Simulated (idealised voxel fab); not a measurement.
Proc. module: voxel quadruple lines
Square cell edge 5 nm, section width 190 nm, ID cut.
A cross-section is written here as square cells arranged in a grid, and it is given in bands from the top down, each band taking up one or more rows of cells. This entry defines a band. It first specifies the height of the band's top and the height of its bottom in nm, and then specifies the band's materials from left to right, stating each material with its width in nm. The word "edge to edge" identifies a single material that fills the band from edge to edge, while the word "blank" identifies empty space. Where do heights start? At 0: under that level the wafer as delivered is made of one material only. And the lowest band has no floor; it just carries on downward, as in "0 nm and below". The notation "30->40" denotes a width that varies across the rows of cells in the band, beginning at the first number in the top row, finishing at the second number in the bottom row, and changing by an identical amount from each row to the next. "no change occurred" -> step changed no cross-section cell. In the "Closed empty spaces" entry, you get each enclosed empty space of 8 cells or more, one with no open way to the top, written width x height at distance, distance from the left edge, in nm. after a step's settings: what the simulator itself notes on the step. You can add "overlay nm" to a step's line. For a step with a mask, it describes how far the mask lay to the right of its planned position, and a negative number describes a lay to the left.

## Listed below are the process steps as planned
step 1: RECEIVE, material Si
step 2: CONFORMAL_DEP, material SiO2, thk nm 10
step 3: DIRECTIONAL_DEP, material TiN, thk nm 10
step 4: DIRECTIONAL_DEP, material polySi, thk nm 20
step 5: DIRECTIONAL_DEP, material aC, thk nm 25
step 6: PATTERN, tone cover, mask id MANDREL, material resist, width nm 20, thk nm 35, overlay nm 0
step 7: DIRECTIONAL_ETCH, etch materials aC, depth nm 25
step 8: STRIP, etch materials resist
step 9: CONFORMAL_DEP, material SiO2, thk nm 10
step 10: DIRECTIONAL_ETCH, etch materials SiO2, depth nm 10
step 11: STRIP, etch materials aC
step 12: DIRECTIONAL_ETCH, etch materials polySi, depth nm 20
step 13: STRIP, etch materials SiO2
step 14: CONFORMAL_DEP, material SiN, thk nm 5
step 15: DIRECTIONAL_ETCH, etch materials SiN, depth nm 5
step 16: STRIP, etch materials polySi
step 17: DIRECTIONAL_ETCH, etch materials TiN, depth nm 10
step 18: STRIP, etch materials SiN
step 19: FILL_DEP, material SiO2, thk nm 10
step 20: CMP, height nm 20

## Cross-section of the wafer upon arrival, representing the state reached after step 1
    0 nm and below: Si edge to edge
    Closed empty spaces: none

## The module was run from the start shown above using the plan shown above, but one mistake was made doing it; the resulting wafer cross-section is below
    20 nm to 10 nm: 60 of SiO2, then 5 of TiN, then 10 of SiO2, then 5 of TiN, then 10 of SiO2, then 5 of TiN, then 10 of SiO2, then 5 of TiN, then 80 of SiO2
    10 nm to 0 nm: SiO2 edge to edge
    0 nm and below: Si edge to edge
    Closed empty spaces: none
The mistake made against the process plan was this: note that step 6 departed from the planned setting and was carried out as PATTERN, tone cover, mask id MANDREL, material resist, width nm 20, thk nm 35, overlay nm -10
